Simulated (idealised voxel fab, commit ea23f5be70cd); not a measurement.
Module name: voxel transistor to metal (process module)
FYI the section here is cut, 300 nm wide, cells are 5 nm squares.
Cross-section, as written here: a square-cell grid given band by band from the top down, where a band holds one or more rows of cells. Look at the band entry: it leads with the top's height and the bottom's height in nm. Then it lists the materials left to right, with a width in nm for each. The word "all across" on a single material says that material fills the band edge to edge. The word "empty" is empty space. Heights from 0 (as-received wafer is one material below). Bottom band endless downward, as "0 down". Width spec "30 to 40" -> top row of cells at first value, bottom row at second value, equal per-row change in between. It should be understood that the words "everything unchanged", when stated for a given step, signify that the cross-section underwent no change in any of its cells during that step. The entry titled "Fully closed voids" provides the empty spaces that have no open way to the top, restricted to those of 8 cells or more. Each is presented as width x height at distance, the distance being measured from the left edge, with all three in nm. Anything after a step's settings on that line? It's the simulator's own note about the step. overlay nm, on a step with a mask: how far to the right of its planned place the mask lay; to the left if negative. Quick note on how to read the rest: it's all pairs. You get the cross-section before a process step and the one after, but the after one only goes down as far as the lowest band that changed. The step in between, with its settings, sits under the pair. Heads up, the pairs can come from different runs of this module on the same starting wafer, so don't assume a pair picks up from the one above unless its "Before processing step" entry says it does.
# Before processing step
  0 down: Si all across
  Fully closed voids: none
# Result of Step
  5 to 0: SiO2 all across
  Everything below 0 is unchanged.
  Fully closed voids: none
Transition step, before and after shown above: CONFORMAL_DEP: material SiO2, thk nm 5
Before processing step: starting point is the after cross-section of the pair just above.
# Result of Step
  15 to 5: SiN all across
  Everything below 5 is unchanged.
  Fully closed voids: none
Transition step, before and after shown above: CONFORMAL_DEP: material SiN, thk nm 10
Before processing step: starting point is the after cross-section of the pair just above.
# Result of Step
  35 to 15: 35 of empty, 100 of resist, 25 of empty, 100 of resist, 40 of empty
  Everything below 15 is unchanged.
  Fully closed voids: none
Transition step, before and after shown above: PATTERN: tone cover, mask id ACTIVE, material resist, width nm 100, pitch nm 125, thk nm 20, overlay nm 0
Before processing step: starting point is the after cross-section of the pair just above.
# Result of Step
  35 to 15: 35 of empty, 100 of resist, 25 of empty, 100 of resist, 40 of empty
  15 to 5: 35 of empty, 100 of SiN, 25 of empty, 100 of SiN, 40 of empty
  Everything below 5 is unchanged.
  Fully closed voids: none
Transition step, before and after shown above: DIRECTIONAL_ETCH: etch materials SiN, depth nm 10
Before processing step: starting point is the after cross-section of the pair just above.
# Result of Step
  35 to 15: 35 of empty, 100 of resist, 25 of empty, 100 of resist, 40 of empty
  15 to 5: 35 of empty, 100 of SiN, 25 of empty, 100 of SiN, 40 of empty
  5 to 0: 35 of empty, 100 of SiO2, 25 of empty, 100 of SiO2, 40 of empty
  Everything below 0 is unchanged.
  Fully closed voids: none
Transition step, before and after shown above: DIRECTIONAL_ETCH: etch materials SiO2, depth nm 5
Before processing step: starting point is the after cross-section of the pair just above.
# Result of Step
  35 to 15: 35 of empty, 100 of resist, 25 of empty, 100 of resist, 40 of empty
  15 to 5: 35 of empty, 100 of SiN, 25 of empty, 100 of SiN, 40 of empty
  5 to 0: 35 of empty, 100 of SiO2, 25 of empty, 100 of SiO2, 40 of empty
  0 to -20: 35 of empty, 100 of Si, 25 of empty, 100 of Si, 40 of empty
  Everything below -20 is unchanged.
  Fully closed voids: none
Transition step, before and after shown above: DIRECTIONAL_ETCH: etch materials Si, depth nm 20
Before processing step: starting point is the after cross-section of the pair just above.
# Result of Step
  15 to 5: 35 of empty, 100 of SiN, 25 of empty, 100 of SiN, 40 of empty
  Everything below 5 is unchanged.
  Fully closed voids: none
Transition step, before and after shown above: STRIP: etch materials resist
Before processing step: starting point is the after cross-section of the pair just above.
# Result of Step
  20 to 15: SiO2 all across
  15 to 5: 35 of SiO2, 100 of SiN, 25 of SiO2, 100 of SiN, 40 of SiO2
  5 to 0: SiO2 all across
  0 to -20: 35 of SiO2, 100 of Si, 25 of SiO2, 100 of Si, 40 of SiO2
  Everything below -20 is unchanged.
  Fully closed voids: none
Transition step, before and after shown above: FILL_DEP: material SiO2, thk nm 5
Before processing step: starting point is the after cross-section of the pair just above.
# Result of Step
  15 to 5: 35 of SiO2, 100 of SiN, 25 of SiO2, 100 of SiN, 40 of SiO2
  Everything below 5 is unchanged.
  Fully closed voids: none
Transition step, before and after shown above: CMP: height nm 15
Before processing step: starting point is the after cross-section of the pair just above.
# Result of Step
  15 to 10: 35 of empty, 100 of SiN, 25 of empty, 100 of SiN, 40 of empty
  Everything below 10 is unchanged.
  Fully closed voids: none
Transition step, before and after shown above: SELECTIVE_ETCH: etch materials SiO2, depth nm 5
Before processing step: starting point is the after cross-section of the pair just above.
# Result of Step
  10 to 5: 35 of SiO2, 100 of empty, 25 of SiO2, 100 of empty, 40 of SiO2
  Everything below 5 is unchanged.
  Fully closed voids: none
Transition step, before and after shown above: STRIP: etch materials SiN
Before processing step: starting point is the after cross-section of the pair just above.
# Result of Step
  5 to 0: 30 of SiO2, 110 of empty, 15 of SiO2, 110 of empty, 35 of SiO2
  Everything below 0 is unchanged.
  Fully closed voids: none
Transition step, before and after shown above: SELECTIVE_ETCH: etch materials SiO2, depth nm 5
Before processing step: starting point is the after cross-section of the pair just above.
# Result of Step
  5 to 0: 30 of SiO2, 110 of empty, 15 of SiO2, 110 of empty, 35 of SiO2
  0 to -5: SiO2 all across
  Everything below -5 is unchanged.
  Fully closed voids: none
Transition step, before and after shown above: OXIDIZE: depth nm 5
Before processing step: starting point is the after cross-section of the pair just above.
# Result of Step
  30 to 25: 30 of polySi, 110 of empty, 15 of polySi, 110 of empty, 35 of polySi
  25 to 5: polySi all across
  5 to 0: 30 of SiO2, 110 of polySi, 15 of SiO2, 110 of polySi, 35 of SiO2
  Everything below 0 is unchanged.
  Fully closed voids: none
Transition step, before and after shown above: DIRECTIONAL_DEP: material polySi, thk nm 25
Before processing step: starting point is the after cross-section of the pair just above.
# Result of Step
  40 to 35: 30 of SiCN, 110 of empty, 15 of SiCN, 110 of empty, 35 of SiCN
  35 to 30: SiCN all across
  30 to 25: 30 of polySi, 110 of SiCN, 15 of polySi, 110 of SiCN, 35 of polySi
  Everything below 25 is unchanged.
  Fully closed voids: none
Transition step, before and after shown above: DIRECTIONAL_DEP: material SiCN, thk nm 10
Before processing step: starting point is the after cross-section of the pair just above.
# Result of Step
  60 to 40: 75 of empty, 20 of resist, 105 of empty, 20 of resist, 80 of empty
  40 to 35: 30 of SiCN, 45 of empty, 20 of resist, 45 of empty, 15 of SiCN, 45 of empty, 20 of resist, 45 of empty, 35 of SiCN
  Everything below 35 is unchanged.
  Fully closed voids: none
Transition step, before and after shown above: PATTERN: tone cover, mask id GATE, material resist, width nm 20, pitch nm 125, thk nm 20, overlay nm 0
Before processing step: starting point is the after cross-section of the pair just above.
# Result of Step
  60 to 35: 75 of empty, 20 of resist, 105 of empty, 20 of resist, 80 of empty
  35 to 30: 75 of empty, 20 of SiCN, 105 of empty, 20 of SiCN, 80 of empty
  30 to 25: 30 of polySi, 45 of empty, 20 of SiCN, 45 of empty, 15 of polySi, 45 of empty, 20 of SiCN, 45 of empty, 35 of polySi
  Everything below 25 is unchanged.
  Fully closed voids: none
Transition step, before and after shown above: DIRECTIONAL_ETCH: etch materials SiCN, depth nm 20
Before processing step: starting point is the after cross-section of the pair just above.
# Result of Step
  60 to 35: 75 of empty, 20 of resist, 105 of empty, 20 of resist, 80 of empty
  35 to 25: 75 of empty, 20 of SiCN, 105 of empty, 20 of SiCN, 80 of empty
  25 to 5: 75 of empty, 20 of polySi, 105 of empty, 20 of polySi, 80 of empty
  5 to 0: 30 of SiO2, 45 of empty, 20 of polySi, 45 of empty, 15 of SiO2, 45 of empty, 20 of polySi, 45 of empty, 35 of SiO2
  Everything below 0 is unchanged.
  Fully closed voids: none
Transition step, before and after shown above: DIRECTIONAL_ETCH: etch materials polySi, depth nm 35
Before processing step: starting point is the after cross-section of the pair just above.
# Result of Step
  35 to 25: 75 of empty, 20 of SiCN, 105 of empty, 20 of SiCN, 80 of empty
  Everything below 25 is unchanged.
  Fully closed voids: none
Transition step, before and after shown above: STRIP: etch materials resist
Before processing step: starting point is the after cross-section of the pair just above.
# Result of Step
  45 to 35: 65 of empty, 40 of SiN, 85 of empty, 40 of SiN, 70 of empty
  35 to 25: 65 of empty, 10 of SiN, 20 of SiCN, 10 of SiN, 85 of empty, 10 of SiN, 20 of SiCN, 10 of SiN, 70 of empty
  25 to 15: 65 of empty, 10 of SiN, 20 of polySi, 10 of SiN, 85 of empty, 10 of SiN, 20 of polySi, 10 of SiN, 70 of empty
  15 to 10: 40 of SiN, 25 of empty, 10 of SiN, 20 of polySi, 10 of SiN, 25 of empty, 35 of SiN, 25 of empty, 10 of SiN, 20 of polySi, 10 of SiN, 25 of empty, 45 of SiN
  10 to 5: 75 of SiN, 20 of polySi, 105 of SiN, 20 of polySi, 80 of SiN
  5 to 0: 30 of SiO2, 45 of SiN, 20 of polySi, 45 of SiN, 15 of SiO2, 45 of SiN, 20 of polySi, 45 of SiN, 35 of SiO2
  Everything below 0 is unchanged.
  Fully closed voids: none
Transition step, before and after shown above: CONFORMAL_DEP: material SiN, thk nm 10
Before processing step: starting point is the after cross-section of the pair just above.
# Result of Step
  35 to 25: 65 of empty, 10 of SiN, 20 of SiCN, 10 of SiN, 85 of empty, 10 of SiN, 20 of SiCN, 10 of SiN, 70 of empty
  25 to 5: 65 of empty, 10 of SiN, 20 of polySi, 10 of SiN, 85 of empty, 10 of SiN, 20 of polySi, 10 of SiN, 70 of empty
  5 to 0: 30 of SiO2, 10 of SiN, 25 of empty, 10 of SiN, 20 of polySi, 10 of SiN, 25 of empty, 10 of SiN, 15 of SiO2, 10 of SiN, 25 of empty, 10 of SiN, 20 of polySi, 10 of SiN, 25 of empty, 10 of SiN, 35 of SiO2
  Everything below 0 is unchanged.
  Fully closed voids: none
Transition step, before and after shown above: DIRECTIONAL_ETCH: etch materials SiN, depth nm 10
Before processing step: starting point is the after cross-section of the pair just above.
# Result of Step
  35 to 25: 65 of empty, 10 of SiN, 20 of SiCN, 10 of SiN, 85 of empty, 10 of SiN, 20 of SiCN, 10 of SiN, 70 of empty
  25 to 5: 65 of empty, 10 of SiN, 20 of polySi, 10 of SiN, 85 of empty, 10 of SiN, 20 of polySi, 10 of SiN, 70 of empty
  5 to 0: 30 of empty, 10 of SiN, 25 of empty, 10 of SiN, 20 of polySi, 10 of SiN, 25 of empty, 10 of SiN, 15 of empty, 10 of SiN, 25 of empty, 10 of SiN, 20 of polySi, 10 of SiN, 25 of empty, 10 of SiN, 35 of empty
  0 to -5: 40 of SiO2, 25 of empty, 40 of SiO2, 25 of empty, 35 of SiO2, 25 of empty, 40 of SiO2, 25 of empty, 45 of SiO2
  Everything below -5 is unchanged.
  Fully closed voids: none
Transition step, before and after shown above: DIRECTIONAL_ETCH: etch materials SiO2, depth nm 5
Before processing step: starting point is the after cross-section of the pair just above.
# Result of Step
  35 to 25: 65 of empty, 10 of SiN, 20 of SiCN, 10 of SiN, 85 of empty, 10 of SiN, 20 of SiCN, 10 of SiN, 70 of empty
  25 to 5: 65 of empty, 10 of SiN, 20 of polySi, 10 of SiN, 85 of empty, 10 of SiN, 20 of polySi, 10 of SiN, 70 of empty
  5 to 0: 30 of empty, 10 of SiN, 25 of empty, 10 of SiN, 20 of polySi, 10 of SiN, 25 of empty, 10 of SiN, 15 of empty, 10 of SiN, 25 of empty, 10 of SiN, 20 of polySi, 10 of SiN, 25 of empty, 10 of SiN, 35 of empty
  0 to -5: 40 of SiO2, 25 of nSi, 40 of SiO2, 25 of nSi, 35 of SiO2, 25 of nSi, 40 of SiO2, 25 of nSi, 45 of SiO2
  Everything below -5 is unchanged.
  Fully closed voids: none
Transition step, before and after shown above: EPI: material nSi, thk nm 5
Before processing step: starting point is the after cross-section of the pair just above.
# Result of Step
  40 to 35: SiO2 all across
  35 to 25: 65 of SiO2, 10 of SiN, 20 of SiCN, 10 of SiN, 85 of SiO2, 10 of SiN, 20 of SiCN, 10 of SiN, 70 of SiO2
  25 to 5: 65 of SiO2, 10 of SiN, 20 of polySi, 10 of SiN, 85 of SiO2, 10 of SiN, 20 of polySi, 10 of SiN, 70 of SiO2
  5 to 0: 30 of SiO2, 10 of SiN, 25 of SiO2, 10 of SiN, 20 of polySi, 10 of SiN, 25 of SiO2, 10 of SiN, 15 of SiO2, 10 of SiN, 25 of SiO2, 10 of SiN, 20 of polySi, 10 of SiN, 25 of SiO2, 10 of SiN, 35 of SiO2
  Everything below 0 is unchanged.
  Fully closed voids: none
Transition step, before and after shown above: FILL_DEP: material SiO2, thk nm 5
Before processing step: starting point is the after cross-section of the pair just above.
# Result of Step
  35 to 25: 65 of SiO2, 10 of SiN, 20 of SiCN, 10 of SiN, 85 of SiO2, 10 of SiN, 20 of SiCN, 10 of SiN, 70 of SiO2
  Everything below 25 is unchanged.
  Fully closed voids: none
Transition step, before and after shown above: CMP: height nm 35
Before processing step: starting point is the after cross-section of the pair just above.
# Result of Step
  45 to 35: SiO2 all across
  Everything below 35 is unchanged.
  Fully closed voids: none
Transition step, before and after shown above: DIRECTIONAL_DEP: material SiO2, thk nm 10
Before processing step: starting point is the after cross-section of the pair just above.
# Result of Step
  65 to 45: 45 of resist, 25 of empty, 30 of resist, 25 of empty, 45 of resist, 25 of empty, 30 of resist, 25 of empty, 50 of resist
  Everything below 45 is unchanged.
  Fully closed voids: none
Transition step, before and after shown above: PATTERN: tone open, mask id CONTACT, material resist, width nm 25, thk nm 20, overlay nm 0
Before processing step: starting point is the after cross-section of the pair just above.
# Result of Step
  65 to 45: 45 of resist, 25 of empty, 30 of resist, 25 of empty, 45 of resist, 25 of empty, 30 of resist, 25 of empty, 50 of resist
  45 to 35: 45 of SiO2, 25 of empty, 30 of SiO2, 25 of empty, 45 of SiO2, 25 of empty, 30 of SiO2, 25 of empty, 50 of SiO2
  35 to 25: 45 of SiO2, 20 of empty, 10 of SiN, 20 of SiCN, 10 of SiN, 20 of empty, 45 of SiO2, 20 of empty, 10 of SiN, 20 of SiCN, 10 of SiN, 20 of empty, 50 of SiO2
  25 to 5: 45 of SiO2, 20 of empty, 10 of SiN, 20 of polySi, 10 of SiN, 20 of empty, 45 of SiO2, 20 of empty, 10 of SiN, 20 of polySi, 10 of SiN, 20 of empty, 50 of SiO2
  5 to 0: 30 of SiO2, 10 of SiN, 5 of SiO2, 20 of empty, 10 of SiN, 20 of polySi, 10 of SiN, 20 of empty, 5 of SiO2, 10 of SiN, 15 of SiO2, 10 of SiN, 5 of SiO2, 20 of empty, 10 of SiN, 20 of polySi, 10 of SiN, 20 of empty, 5 of SiO2, 10 of SiN, 35 of SiO2
  Everything below 0 is unchanged.
  Fully closed voids: none
Transition step, before and after shown above: DIRECTIONAL_ETCH: etch materials SiO2, depth nm 45
Before processing step: starting point is the after cross-section of the pair just above.
# Result of Step
  45 to 35: 45 of SiO2, 25 of empty, 30 of SiO2, 25 of empty, 45 of SiO2, 25 of empty, 30 of SiO2, 25 of empty, 50 of SiO2
  Everything below 35 is unchanged.
  Fully closed voids: none
Transition step, before and after shown above: STRIP: etch materials resist
Before processing step: starting point is the after cross-section of the pair just above.
# Result of Step
  50 to 45: 50 of TiN, 15 of empty, 40 of TiN, 15 of empty, 55 of TiN, 15 of empty, 40 of TiN, 15 of empty, 55 of TiN
  45 to 35: 45 of SiO2, 5 of TiN, 15 to 10 of empty, 5 to 10 of TiN, 30 of SiO2, 5 to 10 of TiN, 15 to 10 of empty, 5 of TiN, 45 of SiO2, 5 of TiN, 15 to 10 of empty, 5 to 10 of TiN, 30 of SiO2, 5 to 10 of TiN, 15 to 10 of empty, 5 of TiN, 50 of SiO2
  35 to 25: 45 of SiO2, 5 of TiN, 10 of empty, 5 of TiN, 10 of SiN, 20 of SiCN, 10 of SiN, 5 of TiN, 10 of empty, 5 of TiN, 45 of SiO2, 5 of TiN, 10 of empty, 5 of TiN, 10 of SiN, 20 of SiCN, 10 of SiN, 5 of TiN, 10 of empty, 5 of TiN, 50 of SiO2
  25 to 5: 45 of SiO2, 5 of TiN, 10 of empty, 5 of TiN, 10 of SiN, 20 of polySi, 10 of SiN, 5 of TiN, 10 of empty, 5 of TiN, 45 of SiO2, 5 of TiN, 10 of empty, 5 of TiN, 10 of SiN, 20 of polySi, 10 of SiN, 5 of TiN, 10 of empty, 5 of TiN, 50 of SiO2
  5 to 0: 30 of SiO2, 10 of SiN, 5 of SiO2, 20 of TiN, 10 of SiN, 20 of polySi, 10 of SiN, 20 of TiN, 5 of SiO2, 10 of SiN, 15 of SiO2, 10 of SiN, 5 of SiO2, 20 of TiN, 10 of SiN, 20 of polySi, 10 of SiN, 20 of TiN, 5 of SiO2, 10 of SiN, 35 of SiO2
  Everything below 0 is unchanged.
  Fully closed voids: none
Transition step, before and after shown above: CONFORMAL_DEP: material TiN, thk nm 5
Before processing step: starting point is the after cross-section of the pair just above.
# Result of Step
  55 to 50: W all across
  50 to 45: 50 of TiN, 15 of W, 40 of TiN, 15 of W, 55 of TiN, 15 of W, 40 of TiN, 15 of W, 55 of TiN
  45 to 35: 45 of SiO2, 5 of TiN, 15 to 10 of W, 5 to 10 of TiN, 30 of SiO2, 5 to 10 of TiN, 15 to 10 of W, 5 of TiN, 45 of SiO2, 5 of TiN, 15 to 10 of W, 5 to 10 of TiN, 30 of SiO2, 5 to 10 of TiN, 15 to 10 of W, 5 of TiN, 50 of SiO2
  35 to 25: 45 of SiO2, 5 of TiN, 10 of W, 5 of TiN, 10 of SiN, 20 of SiCN, 10 of SiN, 5 of TiN, 10 of W, 5 of TiN, 45 of SiO2, 5 of TiN, 10 of W, 5 of TiN, 10 of SiN, 20 of SiCN, 10 of SiN, 5 of TiN, 10 of W, 5 of TiN, 50 of SiO2
  25 to 5: 45 of SiO2, 5 of TiN, 10 of W, 5 of TiN, 10 of SiN, 20 of polySi, 10 of SiN, 5 of TiN, 10 of W, 5 of TiN, 45 of SiO2, 5 of TiN, 10 of W, 5 of TiN, 10 of SiN, 20 of polySi, 10 of SiN, 5 of TiN, 10 of W, 5 of TiN, 50 of SiO2
  Everything below 5 is unchanged.
  Fully closed voids: none
Transition step, before and after shown above: FILL_DEP: material W, thk nm 5
Before processing step: starting point is the after cross-section of the pair just above.
# Result of Step
  45 to 35: 45 of SiO2, 5 of TiN, 15 to 10 of W, 5 to 10 of TiN, 30 of SiO2, 5 to 10 of TiN, 15 to 10 of W, 5 of TiN, 45 of SiO2, 5 of TiN, 15 to 10 of W, 5 to 10 of TiN, 30 of SiO2, 5 to 10 of TiN, 15 to 10 of W, 5 of TiN, 50 of SiO2
  Everything below 35 is unchanged.
  Fully closed voids: none
Transition step, before and after shown above: CMP: height nm 45
Before processing step: starting point is the after cross-section of the pair just above.
# Result of Step
  50 to 45: TiN all across
  Everything below 45 is unchanged.
  Fully closed voids: none
Transition step, before and after shown above: DIRECTIONAL_DEP: material TiN, thk nm 5
Before processing step: starting point is the after cross-section of the pair just above.
# Result of Step
  75 to 50: Ru all across
  Everything below 50 is unchanged.
  Fully closed voids: none
Transition step, before and after shown above: DIRECTIONAL_DEP: material Ru, thk nm 25
Before processing step: starting point is the after cross-section of the pair just above.
# Result of Step
  75 to 50: 45 of empty, 15 of Ru, 50 of empty, 15 of Ru, 45 of empty, 15 of Ru, 50 of empty, 15 of Ru, 50 of empty
  Everything below 50 is unchanged.
  Fully closed voids: none
Transition step, before and after shown above: MASKED_ETCH: tone cover, mask id METAL_1, width nm 15, etch materials Ru, depth nm 25, overlay nm 0
Before processing step: starting point is the after cross-section of the pair just above.
# Result of Step
  75 to 50: 45 of empty, 15 of Ru, 50 of empty, 15 of Ru, 45 of empty, 15 of Ru, 50 of empty, 15 of Ru, 50 of empty
  50 to 45: 45 of empty, 15 of TiN, 50 of empty, 15 of TiN, 45 of empty, 15 of TiN, 50 of empty, 15 of TiN, 50 of empty
  Everything below 45 is unchanged.
  Fully closed voids: none
Transition step, before and after shown above: MASKED_ETCH: tone cover, mask id METAL_1, width nm 15, etch materials TiN, depth nm 5, overlay nm 0
Before processing step: starting point is the after cross-section of the pair just above.
# Result of Step
  80 to 75: SiO2 all across
  75 to 50: 45 of SiO2, 15 of Ru, 50 of SiO2, 15 of Ru, 45 of SiO2, 15 of Ru, 50 of SiO2, 15 of Ru, 50 of SiO2
  50 to 45: 45 of SiO2, 15 of TiN, 50 of SiO2, 15 of TiN, 45 of SiO2, 15 of TiN, 50 of SiO2, 15 of TiN, 50 of SiO2
  Everything below 45 is unchanged.
  Fully closed voids: none
Transition step, before and after shown above: FILL_DEP: material SiO2, thk nm 5
Before processing step: starting point is the after cross-section of the pair just above.
# Result of Step
  75 to 50: 45 of SiO2, 15 of Ru, 50 of SiO2, 15 of Ru, 45 of SiO2, 15 of Ru, 50 of SiO2, 15 of Ru, 50 of SiO2
  Everything below 50 is unchanged.
  Fully closed voids: none
Transition step, before and after shown above: CMP: height nm 75
Before processing step: starting point is the after cross-section of the pair just above.
# Result of Step
  80 to 75: SiN all across
  Everything below 75 is unchanged.
  Fully closed voids: none
Transition step, before and after shown above: CONFORMAL_DEP: material SiN, thk nm 5
# Before processing step
  0 down: Si all across
  Fully closed voids: none
# Result of Step
  10 to 0: SiN all across
  Everything below 0 is unchanged.
  Fully closed voids: none
Transition step, before and after shown above: CONFORMAL_DEP: material SiN, thk nm 10
Before processing step: starting point is the after cross-section of the pair just above.
# Result of Step
  30 to 10: 35 of empty, 100 of resist, 25 of empty, 100 of resist, 40 of empty
  Everything below 10 is unchanged.
  Fully closed voids: none
Transition step, before and after shown above: PATTERN: tone cover, mask id ACTIVE, material resist, width nm 100, pitch nm 125, thk nm 20, overlay nm 0
Before processing step: starting point is the after cross-section of the pair just above.
# Result of Step
  30 to 10: 35 of empty, 100 of resist, 25 of empty, 100 of resist, 40 of empty
  10 to 0: 35 of empty, 100 of SiN, 25 of empty, 100 of SiN, 40 of empty
  Everything below 0 is unchanged.
  Fully closed voids: none
Transition step, before and after shown above: DIRECTIONAL_ETCH: etch materials SiN, depth nm 10
Before processing step: starting point is the after cross-section of the pair just above.
# Result of Step
  30 to 10: 35 of empty, 100 of resist, 25 of empty, 100 of resist, 40 of empty
  10 to 0: 35 of empty, 100 of SiN, 25 of empty, 100 of SiN, 40 of empty
  0 to -20: 35 of empty, 100 of Si, 25 of empty, 100 of Si, 40 of empty
  Everything below -20 is unchanged.
  Fully closed voids: none
Transition step, before and after shown above: DIRECTIONAL_ETCH: etch materials Si, depth nm 20
Before processing step: starting point is the after cross-section of the pair just above.
# Result of Step
  10 to 0: 35 of empty, 100 of SiN, 25 of empty, 100 of SiN, 40 of empty
  Everything below 0 is unchanged.
  Fully closed voids: none
Transition step, before and after shown above: STRIP: etch materials resist
Before processing step: starting point is the after cross-section of the pair just above.
# Result of Step
  15 to 10: SiO2 all across
  10 to 0: 35 of SiO2, 100 of SiN, 25 of SiO2, 100 of SiN, 40 of SiO2
  0 to -20: 35 of SiO2, 100 of Si, 25 of SiO2, 100 of Si, 40 of SiO2
  Everything below -20 is unchanged.
  Fully closed voids: none
Transition step, before and after shown above: FILL_DEP: material SiO2, thk nm 5
Before processing step: starting point is the after cross-section of the pair just above.
# Result of Step
  10 to 0: 35 of SiO2, 100 of SiN, 25 of SiO2, 100 of SiN, 40 of SiO2
  Everything below 0 is unchanged.
  Fully closed voids: none
Transition step, before and after shown above: SELECTIVE_ETCH: etch materials SiO2, depth nm 5
Before processing step: starting point is the after cross-section of the pair just above.
# Result of Step
  10 to 0: 35 of SiO2, 100 of empty, 25 of SiO2, 100 of empty, 40 of SiO2
  Everything below 0 is unchanged.
  Fully closed voids: none
Transition step, before and after shown above: STRIP: etch materials SiN
Before processing step: starting point is the after cross-section of the pair just above.
# Result of Step
  5 to 0: 30 of SiO2, 110 of empty, 15 of SiO2, 110 of empty, 35 of SiO2
  0 to -5: 30 of SiO2, 5 of empty, 100 of Si, 5 of empty, 15 of SiO2, 5 of empty, 100 of Si, 5 of empty, 35 of SiO2
  Everything below -5 is unchanged.
  Fully closed voids: none
Transition step, before and after shown above: SELECTIVE_ETCH: etch materials SiO2, depth nm 5
Before processing step: starting point is the after cross-section of the pair just above.
# Result of Step
  5 to 0: 30 of SiO2, 110 of empty, 15 of SiO2, 110 of empty, 35 of SiO2
  0 to -5: 30 of SiO2, 5 of empty, 100 of SiO2, 5 of empty, 15 of SiO2, 5 of empty, 100 of SiO2, 5 of empty, 35 of SiO2
  -5 to -10: 40 of SiO2, 90 of Si, 35 of SiO2, 90 of Si, 45 of SiO2
  Everything below -10 is unchanged.
  Fully closed voids: none
Transition step, before and after shown above: OXIDIZE: depth nm 5
Before processing step: starting point is the after cross-section of the pair just above.
# Result of Step
  30 to 25: 30 of polySi, 110 of empty, 15 of polySi, 110 of empty, 35 of polySi
  25 to 20: 30 of polySi, 5 of empty, 100 of polySi, 5 of empty, 15 of polySi, 5 of empty, 100 of polySi, 5 of empty, 35 of polySi
  20 to 5: polySi all across
  5 to 0: 30 of SiO2, 110 of polySi, 15 of SiO2, 110 of polySi, 35 of SiO2
  0 to -5: 30 of SiO2, 5 of polySi, 100 of SiO2, 5 of polySi, 15 of SiO2, 5 of polySi, 100 of SiO2, 5 of polySi, 35 of SiO2
  Everything below -5 is unchanged.
  Fully closed voids: none
Transition step, before and after shown above: DIRECTIONAL_DEP: material polySi, thk nm 25
Before processing step: starting point is the after cross-section of the pair just above.
# Result of Step
  40 to 35: 30 of SiCN, 110 of empty, 15 of SiCN, 110 of empty, 35 of SiCN
  35 to 30: 30 of SiCN, 5 of empty, 100 of SiCN, 5 of empty, 15 of SiCN, 5 of empty, 100 of SiCN, 5 of empty, 35 of SiCN
  30 to 25: 30 of polySi, 110 of SiCN, 15 of polySi, 110 of SiCN, 35 of polySi
  25 to 20: 30 of polySi, 5 of SiCN, 100 of polySi, 5 of SiCN, 15 of polySi, 5 of SiCN, 100 of polySi, 5 of SiCN, 35 of polySi
  Everything below 20 is unchanged.
  Fully closed voids: none
Transition step, before and after shown above: DIRECTIONAL_DEP: material SiCN, thk nm 10
Before processing step: starting point is the after cross-section of the pair just above.
# Result of Step
  60 to 40: 75 of empty, 20 of resist, 105 of empty, 20 of resist, 80 of empty
  40 to 35: 30 of SiCN, 45 of empty, 20 of resist, 45 of empty, 15 of SiCN, 45 of empty, 20 of resist, 45 of empty, 35 of SiCN
  Everything below 35 is unchanged.
  Fully closed voids: none
Transition step, before and after shown above: PATTERN: tone cover, mask id GATE, material resist, width nm 20, pitch nm 125, thk nm 20, overlay nm 0
Before processing step: starting point is the after cross-section of the pair just above.
# Result of Step
  60 to 35: 75 of empty, 20 of resist, 105 of empty, 20 of resist, 80 of empty
  35 to 30: 75 of empty, 20 of SiCN, 105 of empty, 20 of SiCN, 80 of empty
  30 to 25: 30 of polySi, 45 of empty, 20 of SiCN, 45 of empty, 15 of polySi, 45 of empty, 20 of SiCN, 45 of empty, 35 of polySi
  25 to 20: 30 of polySi, 5 of empty, 100 of polySi, 5 of empty, 15 of polySi, 5 of empty, 100 of polySi, 5 of empty, 35 of polySi
  Everything below 20 is unchanged.
  Fully closed voids: none
Transition step, before and after shown above: DIRECTIONAL_ETCH: etch materials SiCN, depth nm 20
Before processing step: starting point is the after cross-section of the pair just above.
# Result of Step
  60 to 35: 75 of empty, 20 of resist, 105 of empty, 20 of resist, 80 of empty
  35 to 25: 75 of empty, 20 of SiCN, 105 of empty, 20 of SiCN, 80 of empty
  25 to 5: 75 of empty, 20 of polySi, 105 of empty, 20 of polySi, 80 of empty
  5 to 0: 30 of SiO2, 45 of empty, 20 of polySi, 45 of empty, 15 of SiO2, 45 of empty, 20 of polySi, 45 of empty, 35 of SiO2
  0 to -5: 30 of SiO2, 5 of empty, 100 of SiO2, 5 of empty, 15 of SiO2, 5 of empty, 100 of SiO2, 5 of empty, 35 of SiO2
  Everything below -5 is unchanged.
  Fully closed voids: none
Transition step, before and after shown above: DIRECTIONAL_ETCH: etch materials polySi, depth nm 35
Before processing step: starting point is the after cross-section of the pair just above.
# Result of Step
  35 to 25: 75 of empty, 20 of SiCN, 105 of empty, 20 of SiCN, 80 of empty
  Everything below 25 is unchanged.
  Fully closed voids: none
Transition step, before and after shown above: STRIP: etch materials resist
Before processing step: starting point is the after cross-section of the pair just above.
# Result of Step
  45 to 35: 65 of empty, 40 of SiN, 85 of empty, 40 of SiN, 70 of empty
  35 to 25: 65 of empty, 10 of SiN, 20 of SiCN, 10 of SiN, 85 of empty, 10 of SiN, 20 of SiCN, 10 of SiN, 70 of empty
  25 to 15: 65 of empty, 10 of SiN, 20 of polySi, 10 of SiN, 85 of empty, 10 of SiN, 20 of polySi, 10 of SiN, 70 of empty
  15 to 10: 40 of SiN, 25 of empty, 10 of SiN, 20 of polySi, 10 of SiN, 25 of empty, 35 of SiN, 25 of empty, 10 of SiN, 20 of polySi, 10 of SiN, 25 of empty, 45 of SiN
  10 to 5: 75 of SiN, 20 of polySi, 105 of SiN, 20 of polySi, 80 of SiN
  5 to 0: 30 of SiO2, 45 of SiN, 20 of polySi, 45 of SiN, 15 of SiO2, 45 of SiN, 20 of polySi, 45 of SiN, 35 of SiO2
  0 to -5: 30 of SiO2, 5 of SiN, 100 of SiO2, 5 of SiN, 15 of SiO2, 5 of SiN, 100 of SiO2, 5 of SiN, 35 of SiO2
  Everything below -5 is unchanged.
  Fully closed voids: none
Transition step, before and after shown above: CONFORMAL_DEP: material SiN, thk nm 10
Before processing step: starting point is the after cross-section of the pair just above.
# Result of Step
  35 to 25: 65 of empty, 10 of SiN, 20 of SiCN, 10 of SiN, 85 of empty, 10 of SiN, 20 of SiCN, 10 of SiN, 70 of empty
  25 to 5: 65 of empty, 10 of SiN, 20 of polySi, 10 of SiN, 85 of empty, 10 of SiN, 20 of polySi, 10 of SiN, 70 of empty
  5 to 0: 30 of SiO2, 10 of SiN, 25 of empty, 10 of SiN, 20 of polySi, 10 of SiN, 25 of empty, 10 of SiN, 15 of SiO2, 10 of SiN, 25 of empty, 10 of SiN, 20 of polySi, 10 of SiN, 25 of empty, 10 of SiN, 35 of SiO2
  Everything below 0 is unchanged.
  Fully closed voids: none
Transition step, before and after shown above: DIRECTIONAL_ETCH: etch materials SiN, depth nm 10
